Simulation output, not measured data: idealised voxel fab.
voxel wiring stack: a process module
This is section cut - it's 200 nm across, gridded in 5 nm square cells.
The cross-sections in this document take the form of a grid made of square cells. They are written out as bands, in order from top to bottom. Each band consists of one or more rows of cells.
Basically the band line says how high the top is and how high the bottom is, in nm, and then what's in it from left to right, every material with its width in nm. Empty space shows up as "empty", and if a single material carries "everywhere" it runs the full band edge to edge.
The level at which height equals 0 is the one under which the wafer, as it arrives, is entirely one material. No lower edge exists for the bottom band, which continues downward and is notated as in "from 0 down".
With a width like "30 to 40", each row of cells in the band differs from the next by the same amount, the top row carrying the first number and the bottom row the second.
Step marked "no change"? Then no cell in the cross-section changed in it.
Voids not open to the top, 8 cells minimum: see "Completely sealed voids". Written width x height at distance; distance is from the left edge; nm.
If you see something after the settings on a step's line, that's the simulator's own remark about that step.
Among the settings permitted on a step's line is "overlay nm"; applied to a step with a mask, it specifies the extent to which the mask lay to the right of its planned position, whereas a negative figure signifies a position to the left.
PROCESS STEPS (PLANNED)
| 1 | RECEIVE with material Si |
| 2 | CONFORMAL_DEP with material SiO2, thk nm 10 |
| 3 | DIRECTIONAL_DEP with material TiN, thk nm 5 |
| 4 | DIRECTIONAL_DEP with material W, thk nm 25 |
| 5 | DIRECTIONAL_DEP with material aC, thk nm 15 |
| 6 | PATTERN with tone cover, mask id METAL_1, material resist, width nm 20, pitch nm 40, thk nm 35, overlay nm 0 |
| 7 | DIRECTIONAL_ETCH with etch materials aC, depth nm 15 |
| 8 | STRIP with etch materials resist |
| 9 | DIRECTIONAL_ETCH with etch materials W, depth nm 25 |
| 10 | DIRECTIONAL_ETCH with etch materials TiN, depth nm 5 |
| 11 | STRIP with etch materials aC |
| 12 | FILL_DEP with material lowk, thk nm 5 |
| 13 | CMP with height nm 40 |
| 14 | CONFORMAL_DEP with material SiCN, thk nm 5 |
| 15 | DIRECTIONAL_DEP with material lowk, thk nm 10 |
| 16 | DIRECTIONAL_DEP with material aC, thk nm 15 |
| 17 | PATTERN with tone open, mask id PLUG_1, material resist, width nm 15, pitch nm 40, thk nm 35, overlay nm 0 |
| 18 | DIRECTIONAL_ETCH with etch materials aC, depth nm 15 |
| 19 | STRIP with etch materials resist |
| 20 | DIRECTIONAL_ETCH with etch materials lowk, depth nm 10 |
| 21 | DIRECTIONAL_ETCH with etch materials SiCN, depth nm 5 |
| 22 | STRIP with etch materials aC |
| 23 | EPI with material Ru, thk nm 10 |
| 24 | EPI with material Ru, thk nm 5 |
| 25 | CONFORMAL_DEP with material SiN, thk nm 5 |
| 26 | DIRECTIONAL_DEP with material SiO2, thk nm 15 |
| 27 | MASKED_ETCH with tone open, mask id METAL_2, width nm 20, pitch nm 40, etch materials SiO2, depth nm 15, overlay nm 0 |
| 28 | MASKED_ETCH with tone open, mask id METAL_2, width nm 20, pitch nm 40, etch materials SiN, depth nm 5, overlay nm 0 |
| 29 | CONFORMAL_DEP with material TiN, thk nm 5 |
| 30 | FILL_DEP with material W, thk nm 5 |
| 31 | CMP with height nm 75 |
| 32 | EPI with material Ru, thk nm 5 |
| 33 | FILL_DEP with material SiCN, thk nm 5 |
| 34 | DIRECTIONAL_DEP with material SiO2, thk nm 15 |
| 35 | DIRECTIONAL_DEP with material aC, thk nm 10 |
| 36 | PATTERN with tone open, mask id PLUG_2, material resist, width nm 15, pitch nm 40, thk nm 25, overlay nm 0 |
| 37 | DIRECTIONAL_ETCH with etch materials aC, depth nm 10 |
| 38 | STRIP with etch materials resist |
| 39 | DIRECTIONAL_ETCH with etch materials SiO2, depth nm 15 |
| 40 | DIRECTIONAL_ETCH with etch materials SiCN, depth nm 5 |
| 41 | STRIP with etch materials aC |
| 42 | EPI with material Ru, thk nm 10 |
| 43 | EPI with material Ru, thk nm 10 |
| 44 | DIRECTIONAL_DEP with material TiN, thk nm 5 |
| 45 | DIRECTIONAL_DEP with material W, thk nm 15 |
| 46 | MASKED_ETCH with tone cover, mask id METAL_3, width nm 20, pitch nm 40, etch materials W, depth nm 15, overlay nm 0 |
| 47 | MASKED_ETCH with tone cover, mask id METAL_3, width nm 20, pitch nm 40, etch materials TiN, depth nm 5, overlay nm -15 |
| 48 | FILL_DEP with material SiO2, thk nm 10 |
| 49 | CMP with height nm 120 |
| 50 | CONFORMAL_DEP with material SiN, thk nm 5 |
Be aware that, although all wafers share a common starting state, the overlay nm at step 47 differs among them, and the plan displays the first wafer's value.
RECEIVED WAFERS, FIRST OF SEVERAL: CROSS-SECTION AFTER STEP 1
* from 0 down: Si everywhere
* Completely sealed voids: none
PER-WAFER ROWS BELOW. FOR EACH MATERIAL: CELLS GAINED (+) OR LOST (-) SINCE THE WAFER WAS RECEIVED, AS OF END OF MODULE. THEN: CLOSED VOIDS
overlay nm -15 | +81 Ru | +84 SiCN | +68 SiN | +360 SiO2 | +63 TiN | +114 W | +230 lowk | Completely sealed voids: none
overlay nm -10 | +81 Ru | +84 SiCN | +68 SiN | +363 SiO2 | +60 TiN | +114 W | +230 lowk | Completely sealed voids: none
overlay nm -5 | +81 Ru | +84 SiCN | +68 SiN | +366 SiO2 | +57 TiN | +114 W | +230 lowk | Completely sealed voids: none
overlay nm 0 | +81 Ru | +84 SiCN | +68 SiN | +369 SiO2 | +54 TiN | +114 W | +230 lowk | Completely sealed voids: none
overlay nm 5 | +81 Ru | +84 SiCN | +68 SiN | +366 SiO2 | +57 TiN | +114 W | +230 lowk | Completely sealed voids: none
overlay nm 10 | +81 Ru | +84 SiCN | +68 SiN | +363 SiO2 | +60 TiN | +114 W | +230 lowk | Completely sealed voids: none
overlay nm 15 | +81 Ru | +84 SiCN | +68 SiN | +360 SiO2 | +63 TiN | +114 W | +230 lowk | Completely sealed voids: none
